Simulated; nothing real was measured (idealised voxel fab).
Process module, titled voxel lift off
Section shown: cut. Width: 195 nm. Cell size: 5 nm, square.
Square cells in a grid make up a cross-section in this document, and the grid is given as bands, listed from the top down, each one or more rows of cells. Heights first: top, then bottom, in nm. Then materials, left to right, each with a width in nm. "everywhere" on a single material: fills the band edge to edge. "empty": empty space. We count height from 0. Below that, the starting wafer is all one material. The lowest band never ends at the bottom but goes on down; see "from 0 down" for how that is written. Quick explanation for "30 to 40": the width changes in equal steps down the rows of cells, from the first number in the band's top row to the second number in its bottom row. A step reported as "nothing got changed" is a step in which no cell of the cross-section changed. You'll see "Closed-off voids" listing empty spaces that have no way open to the top, as long as they're 8 cells or more; the notation is width x height at distance, where the distance is from the left edge, and all of it is in nm. Past the settings on a step's line: simulator remark, on that step. The optional step-line setting "overlay nm" applies to steps with a mask and quantifies how far to the right of its planned location the mask lay, a negative value indicating leftward placement.
Listed below are the process steps as planned:
| 1 | RECEIVE (material Si) |
| 2 | CONFORMAL_DEP (material SiO2; thk nm 10) |
| 3 | PATTERN (tone open; mask id LINES; material resist; width nm 20; pitch nm 40; thk nm 25; overlay nm 0) |
| 4 | DIRECTIONAL_DEP (material Ru; thk nm 15) |
| 5 | STRIP (etch materials resist) |
| 6 | CONFORMAL_DEP (material SiO2; thk nm 10) |
Incoming wafer in cross-section (state: after step 1):
  from 0 down  Si everywhere
  Closed-off voids: none
First of two wafers, end-of-module section, run followed plan:
  from 35 to 25  55 of empty; 80 of SiO2; 60 of empty
  from 25 to 20  55 of empty; 10 of SiO2; 20 of Ru; 20 of SiO2; 20 of Ru; 10 of SiO2; 60 of empty
  from 20 to 10  65 of SiO2; 20 of Ru; 20 of SiO2; 20 of Ru; 70 of SiO2
  from 10 to 0  SiO2 everywhere
  from 0 down  Si everywhere
  Closed-off voids: none
What the second wafer looks like in cross-section once the module is done. Its start and its plan matched the first wafer's exactly; what differed was one mistake in how it was run:
  from 25 to 10  65 of empty; 20 of Ru; 20 of empty; 20 of Ru; 70 of empty
  from 10 to 0  SiO2 everywhere
  from 0 down  Si everywhere
  Closed-off voids: none
So what did we get wrong on this run? skipped: plan step 6 (never run)
It is noted that, at the conclusion of processing, the second wafer exhibits a higher or lower cell count for certain materials relative to the first: SiO2: 102 fewer
